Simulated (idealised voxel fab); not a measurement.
Process module in this document: voxel tone inversion
Each square cell in cross-section cut measures 5 nm, and the section as a whole is 235 nm wide.
Cross-section layout: square cells on a grid; listed as bands, top to bottom; a band spans one or more cell rows. Top height, bottom height, nm. Materials left to right, width each, nm. Single material + "all across" = fills band edge to edge. "empty" = empty. Ref level 0: as-received wafer is one material below here. Bottom band extends down with no lower bound ("0..down"). Read "30..40" as a graded width: first number on top, second number at the bottom, same change between each pair of neighbouring rows. Basically "same as before" means that step didn't change any cell in the cross-section. "Entrapped void list": empty spaces of 8 cells or more with no open way to the top, each given as width x height at distance, distance from the left edge, all in nm. On a step's line, text after the settings is the simulator commenting on that step. You can add "overlay nm" to a step's line. For a step with a mask, it describes how far the mask lay to the right of its planned position, and a negative number describes a lay to the left.

[Steps planned for the process]
1 RECEIVE, material Si
2 CONFORMAL_DEP, material SiCN, thk nm 5
3 DIRECTIONAL_DEP, material aC, thk nm 20
4 PATTERN, tone cover, mask id POSTS, material resist, width nm 20, pitch nm 40, thk nm 30, overlay nm 0
5 DIRECTIONAL_ETCH, etch materials aC, depth nm 20
6 STRIP, etch materials resist
7 FILL_DEP, material SiO2, thk nm 10
8 CMP, height nm 25
9 STRIP, etch materials aC
10 CONFORMAL_DEP, material TiN, thk nm 5
11 FILL_DEP, material Ru, thk nm 10
12 CMP, height nm 25
13 CONFORMAL_DEP, material SiCN, thk nm 5

[Step 1 complete: cross-section of the wafer as received]
  0..down  Si all across
  Entrapped void list: none

[This is how the wafer looks in cross-section once the module is done, given the starting state and plan above and one mistake in carrying the plan out]
  30..25  SiCN all across
  25..10  SiO2 90 / TiN 5 / Ru 5 / TiN 5 / SiO2 25 / TiN 5 / Ru 5 / TiN 5 / SiO2 90
  10..5  SiO2 90 / TiN 15 / SiO2 25 / TiN 15 / SiO2 90
  5..0  SiCN all across
  0..down  Si all across
  Entrapped void list: none
The plan and the run diverged here: planned and actual differ for step 4; actual: PATTERN, tone cover, mask id POSTS, material resist, width nm 15, pitch nm 40, thk nm 30, overlay nm 0
